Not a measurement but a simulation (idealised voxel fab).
Process module name: voxel wiring stack
280 nm wide, 5 nm square cells: that's cross-section cut.
The cross-sections in this document take the form of a grid made of square cells. They are written out as bands, in order from top to bottom. Each band consists of one or more rows of cells. A band entry consists of two parts. The first gives the height of the band's top and the height of its bottom, in nm. The rest lists the band's materials from left to right, each with its width in nm. A single material labelled with the word "throughout" fills the band from edge to edge, and the word "air" marks empty space. A quick word on heights: they are counted from 0, and under that level the wafer as it came to us is one material throughout. The lowest band is different from the rest in having no bottom; it simply continues downward, written as in "0 nm and below". Note: "30..40" means the width goes from the first number (top row of the band) to the second number (bottom row) in equal steps per row of cells. Step note "no change" = no cross-section cell changed. "Internal closed voids" contains a list of empty spaces, each no smaller than 8 cells and without an open way to the top, written in the form width x height at distance with the distance from the left edge and all three in nm. Read whatever lies past the settings on a step's line as the simulator's own remark about the step. overlay nm: mask offset rightward from planned place, masked step; negative means leftward offset.
SO HERE'S THE LINEUP OF PROCESS STEPS WE PLANNED
1: RECEIVE [material Si]
2: CONFORMAL_DEP [material SiO2] [thk nm 10]
3: CONFORMAL_DEP [material SiN] [thk nm 5]
4: DIRECTIONAL_DEP [material lowk] [thk nm 15]
5: DIRECTIONAL_DEP [material aC] [thk nm 10]
6: PATTERN [tone open] [mask id METAL_1] [material resist] [width nm 25] [pitch nm 40] [thk nm 30] [overlay nm 0]
7: DIRECTIONAL_ETCH [etch materials aC] [depth nm 10]
8: STRIP [etch materials resist]
9: DIRECTIONAL_ETCH [etch materials lowk] [depth nm 15]
10: DIRECTIONAL_ETCH [etch materials SiN] [depth nm 5]
11: STRIP [etch materials aC]
12: CONFORMAL_DEP [material TiN] [thk nm 5]
13: FILL_DEP [material Cu] [thk nm 5]
14: CMP [height nm 30]
15: CONFORMAL_DEP [material SiCN] [thk nm 5]
16: DIRECTIONAL_DEP [material lowk] [thk nm 20]
17: DIRECTIONAL_DEP [material aC] [thk nm 15]
18: PATTERN [tone open] [mask id PLUG_1] [material resist] [width nm 15] [pitch nm 40] [thk nm 35] [overlay nm 0]
19: DIRECTIONAL_ETCH [etch materials aC] [depth nm 15]
20: STRIP [etch materials resist]
21: DIRECTIONAL_ETCH [etch materials lowk] [depth nm 20]
22: DIRECTIONAL_ETCH [etch materials SiCN] [depth nm 5]
23: STRIP [etch materials aC]
24: CONFORMAL_DEP [material TiN] [thk nm 5]
25: FILL_DEP [material Ru] [thk nm 5]
26: CMP [height nm 55]
27: CONFORMAL_DEP [material SiCN] [thk nm 5]
28: DIRECTIONAL_DEP [material lowk] [thk nm 25]
29: MASKED_ETCH [tone open] [mask id METAL_2] [width nm 25] [pitch nm 40] [etch materials lowk] [depth nm 25] [overlay nm 0]
30: MASKED_ETCH [tone open] [mask id METAL_2] [width nm 25] [pitch nm 40] [etch materials SiCN] [depth nm 5] [overlay nm 0]
31: CONFORMAL_DEP [material TiN] [thk nm 5]
32: FILL_DEP [material Cu] [thk nm 5]
33: CMP [height nm 85]
34: CONFORMAL_DEP [material SiN] [thk nm 5]
FIRST OF TWO WAFERS - AS PLANNED
THE CROSS-SECTION HERE SHOWS THE WAFER AS RECEIVED, I.E. IN ITS STATE AFTER STEP 1
    0 nm and below: Si throughout
    Internal closed voids: none
PRESENTED HERE IS A CROSS-SECTION OF THE WAFER AFTER STEP 2 HAS BEEN PERFORMED
    10 nm to 0 nm: SiO2 throughout
    Anything lower than 0 is untouched.
PRESENTED HERE IS A CROSS-SECTION OF THE WAFER AFTER STEP 3 HAS BEEN PERFORMED
    15 nm to 10 nm: SiN throughout
    Anything lower than 10 is untouched.
PRESENTED HERE IS A CROSS-SECTION OF THE WAFER AFTER STEP 4 HAS BEEN PERFORMED
    30 nm to 15 nm: lowk throughout
    Anything lower than 15 is untouched.
PRESENTED HERE IS A CROSS-SECTION OF THE WAFER AFTER STEP 5 HAS BEEN PERFORMED
    40 nm to 30 nm: aC throughout
    Anything lower than 30 is untouched.
PRESENTED HERE IS A CROSS-SECTION OF THE WAFER AFTER STEP 6 HAS BEEN PERFORMED
    70 nm to 40 nm: resist=105, air=25, resist=15, air=25, resist=110
    Anything lower than 40 is untouched.
PRESENTED HERE IS A CROSS-SECTION OF THE WAFER AFTER STEP 7 HAS BEEN PERFORMED
    60 nm to 40 nm: resist=105, air=25, resist=15, air=25, resist=110
    40 nm to 30 nm: aC=105, air=25, aC=15, air=25, aC=110
    Anything lower than 30 is untouched.
PRESENTED HERE IS A CROSS-SECTION OF THE WAFER AFTER STEP 8 HAS BEEN PERFORMED
    40 nm to 30 nm: aC=105, air=25, aC=15, air=25, aC=110
    Anything lower than 30 is untouched.
PRESENTED HERE IS A CROSS-SECTION OF THE WAFER AFTER STEP 9 HAS BEEN PERFORMED
    40 nm to 30 nm: aC=105, air=25, aC=15, air=25, aC=110
    30 nm to 15 nm: lowk=105, air=25, lowk=15, air=25, lowk=110
    Anything lower than 15 is untouched.
PRESENTED HERE IS A CROSS-SECTION OF THE WAFER AFTER STEP 10 HAS BEEN PERFORMED
    40 nm to 30 nm: aC=105, air=25, aC=15, air=25, aC=110
    30 nm to 15 nm: lowk=105, air=25, lowk=15, air=25, lowk=110
    15 nm to 10 nm: SiN=105, air=25, SiN=15, air=25, SiN=110
    Anything lower than 10 is untouched.
PRESENTED HERE IS A CROSS-SECTION OF THE WAFER AFTER STEP 11 HAS BEEN PERFORMED
    30 nm to 15 nm: lowk=105, air=25, lowk=15, air=25, lowk=110
    Anything lower than 15 is untouched.
PRESENTED HERE IS A CROSS-SECTION OF THE WAFER AFTER STEP 12 HAS BEEN PERFORMED
    35 nm to 30 nm: TiN=110, air=15, TiN=25, air=15, TiN=115
    30 nm to 15 nm: lowk=105, TiN=5, air=15, TiN=5, lowk=15, TiN=5, air=15, TiN=5, lowk=110
    15 nm to 10 nm: SiN=105, TiN=25, SiN=15, TiN=25, SiN=110
    Anything lower than 10 is untouched.
PRESENTED HERE IS A CROSS-SECTION OF THE WAFER AFTER STEP 13 HAS BEEN PERFORMED
    40 nm to 35 nm: Cu throughout
    35 nm to 30 nm: TiN=110, Cu=15, TiN=25, Cu=15, TiN=115
    30 nm to 15 nm: lowk=105, TiN=5, Cu=15, TiN=5, lowk=15, TiN=5, Cu=15, TiN=5, lowk=110
    Anything lower than 15 is untouched.
PRESENTED HERE IS A CROSS-SECTION OF THE WAFER AFTER STEP 14 HAS BEEN PERFORMED
    30 nm to 15 nm: lowk=105, TiN=5, Cu=15, TiN=5, lowk=15, TiN=5, Cu=15, TiN=5, lowk=110
    Anything lower than 15 is untouched.
PRESENTED HERE IS A CROSS-SECTION OF THE WAFER AFTER STEP 15 HAS BEEN PERFORMED
    35 nm to 30 nm: SiCN throughout
    Anything lower than 30 is untouched.
PRESENTED HERE IS A CROSS-SECTION OF THE WAFER AFTER STEP 16 HAS BEEN PERFORMED
    55 nm to 35 nm: lowk throughout
    Anything lower than 35 is untouched.
PRESENTED HERE IS A CROSS-SECTION OF THE WAFER AFTER STEP 17 HAS BEEN PERFORMED
    70 nm to 55 nm: aC throughout
    Anything lower than 55 is untouched.
PRESENTED HERE IS A CROSS-SECTION OF THE WAFER AFTER STEP 18 HAS BEEN PERFORMED
    105 nm to 70 nm: resist=105, air=15, resist=25, air=15, resist=120
    Anything lower than 70 is untouched.
PRESENTED HERE IS A CROSS-SECTION OF THE WAFER AFTER STEP 19 HAS BEEN PERFORMED
    90 nm to 70 nm: resist=105, air=15, resist=25, air=15, resist=120
    70 nm to 55 nm: aC=105, air=15, aC=25, air=15, aC=120
    Anything lower than 55 is untouched.
PRESENTED HERE IS A CROSS-SECTION OF THE WAFER AFTER STEP 20 HAS BEEN PERFORMED
    70 nm to 55 nm: aC=105, air=15, aC=25, air=15, aC=120
    Anything lower than 55 is untouched.
PRESENTED HERE IS A CROSS-SECTION OF THE WAFER AFTER STEP 21 HAS BEEN PERFORMED
    70 nm to 55 nm: aC=105, air=15, aC=25, air=15, aC=120
    55 nm to 35 nm: lowk=105, air=15, lowk=25, air=15, lowk=120
    Anything lower than 35 is untouched.
PRESENTED HERE IS A CROSS-SECTION OF THE WAFER AFTER STEP 22 HAS BEEN PERFORMED
    70 nm to 55 nm: aC=105, air=15, aC=25, air=15, aC=120
    55 nm to 35 nm: lowk=105, air=15, lowk=25, air=15, lowk=120
    35 nm to 30 nm: SiCN=105, air=15, SiCN=25, air=15, SiCN=120
    Anything lower than 30 is untouched.
PRESENTED HERE IS A CROSS-SECTION OF THE WAFER AFTER STEP 23 HAS BEEN PERFORMED
    55 nm to 35 nm: lowk=105, air=15, lowk=25, air=15, lowk=120
    Anything lower than 35 is untouched.
PRESENTED HERE IS A CROSS-SECTION OF THE WAFER AFTER STEP 24 HAS BEEN PERFORMED
    60 nm to 55 nm: TiN=110, air=5, TiN=35, air=5, TiN=125
    55 nm to 35 nm: lowk=105, TiN=5, air=5, TiN=5, lowk=25, TiN=5, air=5, TiN=5, lowk=120
    35 nm to 30 nm: SiCN=105, TiN=15, SiCN=25, TiN=15, SiCN=120
    Anything lower than 30 is untouched.
PRESENTED HERE IS A CROSS-SECTION OF THE WAFER AFTER STEP 25 HAS BEEN PERFORMED
    65 nm to 60 nm: Ru throughout
    60 nm to 55 nm: TiN=110, Ru=5, TiN=35, Ru=5, TiN=125
    55 nm to 35 nm: lowk=105, TiN=5, Ru=5, TiN=5, lowk=25, TiN=5, Ru=5, TiN=5, lowk=120
    Anything lower than 35 is untouched.
PRESENTED HERE IS A CROSS-SECTION OF THE WAFER AFTER STEP 26 HAS BEEN PERFORMED
    55 nm to 35 nm: lowk=105, TiN=5, Ru=5, TiN=5, lowk=25, TiN=5, Ru=5, TiN=5, lowk=120
    Anything lower than 35 is untouched.
PRESENTED HERE IS A CROSS-SECTION OF THE WAFER AFTER STEP 27 HAS BEEN PERFORMED
    60 nm to 55 nm: SiCN throughout
    Anything lower than 55 is untouched.
PRESENTED HERE IS A CROSS-SECTION OF THE WAFER AFTER STEP 28 HAS BEEN PERFORMED
    85 nm to 60 nm: lowk throughout
    Anything lower than 60 is untouched.
PRESENTED HERE IS A CROSS-SECTION OF THE WAFER AFTER STEP 29 HAS BEEN PERFORMED
    85 nm to 60 nm: lowk=105, air=25, lowk=15, air=25, lowk=110
    Anything lower than 60 is untouched.
PRESENTED HERE IS A CROSS-SECTION OF THE WAFER AFTER STEP 30 HAS BEEN PERFORMED
    85 nm to 60 nm: lowk=105, air=25, lowk=15, air=25, lowk=110
    60 nm to 55 nm: SiCN=105, air=25, SiCN=15, air=25, SiCN=110
    Anything lower than 55 is untouched.
PRESENTED HERE IS A CROSS-SECTION OF THE WAFER AFTER STEP 31 HAS BEEN PERFORMED
    90 nm to 85 nm: TiN=110, air=15, TiN=25, air=15, TiN=115
    85 nm to 60 nm: lowk=105, TiN=5, air=15, TiN=5, lowk=15, TiN=5, air=15, TiN=5, lowk=110
    60 nm to 55 nm: SiCN=105, TiN=25, SiCN=15, TiN=25, SiCN=110
    Anything lower than 55 is untouched.
PRESENTED HERE IS A CROSS-SECTION OF THE WAFER AFTER STEP 32 HAS BEEN PERFORMED
    95 nm to 90 nm: Cu throughout
    90 nm to 85 nm: TiN=110, Cu=15, TiN=25, Cu=15, TiN=115
    85 nm to 60 nm: lowk=105, TiN=5, Cu=15, TiN=5, lowk=15, TiN=5, Cu=15, TiN=5, lowk=110
    Anything lower than 60 is untouched.
PRESENTED HERE IS A CROSS-SECTION OF THE WAFER AFTER STEP 33 HAS BEEN PERFORMED
    85 nm to 60 nm: lowk=105, TiN=5, Cu=15, TiN=5, lowk=15, TiN=5, Cu=15, TiN=5, lowk=110
    Anything lower than 60 is untouched.
PRESENTED HERE IS A CROSS-SECTION OF THE WAFER AFTER STEP 34 HAS BEEN PERFORMED
    90 nm to 85 nm: SiN throughout
    Anything lower than 85 is untouched.
WAFER TWO OF TWO - SAME STARTING POINT, SAME PROCESS PLAN, ONE MISTAKE IN EXECUTION; MATCHES WAFER ONE UP TO AND INCLUDING STEP 5
WHAT THE SECOND WAFER LOOKS LIKE IN CROSS-SECTION WHEN STEP 6 SHOULD HAVE WRAPPED UP
    70 nm to 40 nm: air=105, resist=25, air=15, resist=25, air=110
    Anything lower than 40 is untouched.
WHAT THE SECOND WAFER LOOKS LIKE IN CROSS-SECTION WHEN STEP 7 SHOULD HAVE WRAPPED UP
    60 nm to 40 nm: air=105, resist=25, air=15, resist=25, air=110
    40 nm to 30 nm: air=105, aC=25, air=15, aC=25, air=110
    Anything lower than 30 is untouched.
WHAT THE SECOND WAFER LOOKS LIKE IN CROSS-SECTION WHEN STEP 8 SHOULD HAVE WRAPPED UP
    40 nm to 30 nm: air=105, aC=25, air=15, aC=25, air=110
    Anything lower than 30 is untouched.
WHAT THE SECOND WAFER LOOKS LIKE IN CROSS-SECTION WHEN STEP 9 SHOULD HAVE WRAPPED UP
    40 nm to 30 nm: air=105, aC=25, air=15, aC=25, air=110
    30 nm to 15 nm: air=105, lowk=25, air=15, lowk=25, air=110
    Anything lower than 15 is untouched.
WHAT THE SECOND WAFER LOOKS LIKE IN CROSS-SECTION WHEN STEP 10 SHOULD HAVE WRAPPED UP
    40 nm to 30 nm: air=105, aC=25, air=15, aC=25, air=110
    30 nm to 15 nm: air=105, lowk=25, air=15, lowk=25, air=110
    15 nm to 10 nm: air=105, SiN=25, air=15, SiN=25, air=110
    Anything lower than 10 is untouched.
WHAT THE SECOND WAFER LOOKS LIKE IN CROSS-SECTION WHEN STEP 11 SHOULD HAVE WRAPPED UP
    30 nm to 15 nm: air=105, lowk=25, air=15, lowk=25, air=110
    Anything lower than 15 is untouched.
WHAT THE SECOND WAFER LOOKS LIKE IN CROSS-SECTION WHEN STEP 12 SHOULD HAVE WRAPPED UP
    35 nm to 30 nm: air=100, TiN=35, air=5, TiN=35, air=105
    30 nm to 15 nm: air=100, TiN=5, lowk=25, TiN=5, air=5, TiN=5, lowk=25, TiN=5, air=105
    15 nm to 10 nm: TiN=105, SiN=25, TiN=15, SiN=25, TiN=110
    Anything lower than 10 is untouched.
WHAT THE SECOND WAFER LOOKS LIKE IN CROSS-SECTION WHEN STEP 13 SHOULD HAVE WRAPPED UP
    40 nm to 35 nm: Cu throughout
    35 nm to 30 nm: Cu=100, TiN=35, Cu=5, TiN=35, Cu=105
    30 nm to 15 nm: Cu=100, TiN=5, lowk=25, TiN=5, Cu=5, TiN=5, lowk=25, TiN=5, Cu=105
    Anything lower than 15 is untouched.
WHAT THE SECOND WAFER LOOKS LIKE IN CROSS-SECTION WHEN STEP 14 SHOULD HAVE WRAPPED UP
    30 nm to 15 nm: Cu=100, TiN=5, lowk=25, TiN=5, Cu=5, TiN=5, lowk=25, TiN=5, Cu=105
    Anything lower than 15 is untouched.
WHAT THE SECOND WAFER LOOKS LIKE IN CROSS-SECTION WHEN STEP 15 SHOULD HAVE WRAPPED UP
    35 nm to 30 nm: SiCN throughout
    Anything lower than 30 is untouched.
WHAT THE SECOND WAFER LOOKS LIKE IN CROSS-SECTION WHEN STEP 16 SHOULD HAVE WRAPPED UP
    55 nm to 35 nm: lowk throughout
    Anything lower than 35 is untouched.
WHAT THE SECOND WAFER LOOKS LIKE IN CROSS-SECTION WHEN STEP 17 SHOULD HAVE WRAPPED UP
    70 nm to 55 nm: aC throughout
    Anything lower than 55 is untouched.
WHAT THE SECOND WAFER LOOKS LIKE IN CROSS-SECTION WHEN STEP 18 SHOULD HAVE WRAPPED UP
    105 nm to 70 nm: resist=105, air=15, resist=25, air=15, resist=120
    Anything lower than 70 is untouched.
WHAT THE SECOND WAFER LOOKS LIKE IN CROSS-SECTION WHEN STEP 19 SHOULD HAVE WRAPPED UP
    90 nm to 70 nm: resist=105, air=15, resist=25, air=15, resist=120
    70 nm to 55 nm: aC=105, air=15, aC=25, air=15, aC=120
    Anything lower than 55 is untouched.
WHAT THE SECOND WAFER LOOKS LIKE IN CROSS-SECTION WHEN STEP 20 SHOULD HAVE WRAPPED UP
    70 nm to 55 nm: aC=105, air=15, aC=25, air=15, aC=120
    Anything lower than 55 is untouched.
WHAT THE SECOND WAFER LOOKS LIKE IN CROSS-SECTION WHEN STEP 21 SHOULD HAVE WRAPPED UP
    70 nm to 55 nm: aC=105, air=15, aC=25, air=15, aC=120
    55 nm to 35 nm: lowk=105, air=15, lowk=25, air=15, lowk=120
    Anything lower than 35 is untouched.
WHAT THE SECOND WAFER LOOKS LIKE IN CROSS-SECTION WHEN STEP 22 SHOULD HAVE WRAPPED UP
    70 nm to 55 nm: aC=105, air=15, aC=25, air=15, aC=120
    55 nm to 35 nm: lowk=105, air=15, lowk=25, air=15, lowk=120
    35 nm to 30 nm: SiCN=105, air=15, SiCN=25, air=15, SiCN=120
    Anything lower than 30 is untouched.
WHAT THE SECOND WAFER LOOKS LIKE IN CROSS-SECTION WHEN STEP 23 SHOULD HAVE WRAPPED UP
    55 nm to 35 nm: lowk=105, air=15, lowk=25, air=15, lowk=120
    Anything lower than 35 is untouched.
WHAT THE SECOND WAFER LOOKS LIKE IN CROSS-SECTION WHEN STEP 24 SHOULD HAVE WRAPPED UP
    60 nm to 55 nm: TiN=110, air=5, TiN=35, air=5, TiN=125
    55 nm to 35 nm: lowk=105, TiN=5, air=5, TiN=5, lowk=25, TiN=5, air=5, TiN=5, lowk=120
    35 nm to 30 nm: SiCN=105, TiN=15, SiCN=25, TiN=15, SiCN=120
    Anything lower than 30 is untouched.
WHAT THE SECOND WAFER LOOKS LIKE IN CROSS-SECTION WHEN STEP 25 SHOULD HAVE WRAPPED UP
    65 nm to 60 nm: Ru throughout
    60 nm to 55 nm: TiN=110, Ru=5, TiN=35, Ru=5, TiN=125
    55 nm to 35 nm: lowk=105, TiN=5, Ru=5, TiN=5, lowk=25, TiN=5, Ru=5, TiN=5, lowk=120
    Anything lower than 35 is untouched.
WHAT THE SECOND WAFER LOOKS LIKE IN CROSS-SECTION WHEN STEP 26 SHOULD HAVE WRAPPED UP
    55 nm to 35 nm: lowk=105, TiN=5, Ru=5, TiN=5, lowk=25, TiN=5, Ru=5, TiN=5, lowk=120
    Anything lower than 35 is untouched.
WHAT THE SECOND WAFER LOOKS LIKE IN CROSS-SECTION WHEN STEP 27 SHOULD HAVE WRAPPED UP
    60 nm to 55 nm: SiCN throughout
    Anything lower than 55 is untouched.
WHAT THE SECOND WAFER LOOKS LIKE IN CROSS-SECTION WHEN STEP 28 SHOULD HAVE WRAPPED UP
    85 nm to 60 nm: lowk throughout
    Anything lower than 60 is untouched.
WHAT THE SECOND WAFER LOOKS LIKE IN CROSS-SECTION WHEN STEP 29 SHOULD HAVE WRAPPED UP
    85 nm to 60 nm: lowk=105, air=25, lowk=15, air=25, lowk=110
    Anything lower than 60 is untouched.
WHAT THE SECOND WAFER LOOKS LIKE IN CROSS-SECTION WHEN STEP 30 SHOULD HAVE WRAPPED UP
    85 nm to 60 nm: lowk=105, air=25, lowk=15, air=25, lowk=110
    60 nm to 55 nm: SiCN=105, air=25, SiCN=15, air=25, SiCN=110
    Anything lower than 55 is untouched.
WHAT THE SECOND WAFER LOOKS LIKE IN CROSS-SECTION WHEN STEP 31 SHOULD HAVE WRAPPED UP
    90 nm to 85 nm: TiN=110, air=15, TiN=25, air=15, TiN=115
    85 nm to 60 nm: lowk=105, TiN=5, air=15, TiN=5, lowk=15, TiN=5, air=15, TiN=5, lowk=110
    60 nm to 55 nm: SiCN=105, TiN=25, SiCN=15, TiN=25, SiCN=110
    Anything lower than 55 is untouched.
WHAT THE SECOND WAFER LOOKS LIKE IN CROSS-SECTION WHEN STEP 32 SHOULD HAVE WRAPPED UP
    95 nm to 90 nm: Cu throughout
    90 nm to 85 nm: TiN=110, Cu=15, TiN=25, Cu=15, TiN=115
    85 nm to 60 nm: lowk=105, TiN=5, Cu=15, TiN=5, lowk=15, TiN=5, Cu=15, TiN=5, lowk=110
    Anything lower than 60 is untouched.
WHAT THE SECOND WAFER LOOKS LIKE IN CROSS-SECTION WHEN STEP 33 SHOULD HAVE WRAPPED UP
    85 nm to 60 nm: lowk=105, TiN=5, Cu=15, TiN=5, lowk=15, TiN=5, Cu=15, TiN=5, lowk=110
    Anything lower than 60 is untouched.
WHAT THE SECOND WAFER LOOKS LIKE IN CROSS-SECTION WHEN STEP 34 SHOULD HAVE WRAPPED UP
    90 nm to 85 nm: SiN throughout
    Anything lower than 85 is untouched.
Run error: the process deviated at step 6: the operation and settings actually run there were PATTERN [tone cover] [mask id METAL_1] [material resist] [width nm 25] [pitch nm 40] [thk nm 30] [overlay nm 0]
The second wafer ends with more or fewer cells of some materials than the first, per final count: +108 Cu, -36 SiN, +36 TiN, -108 lowk
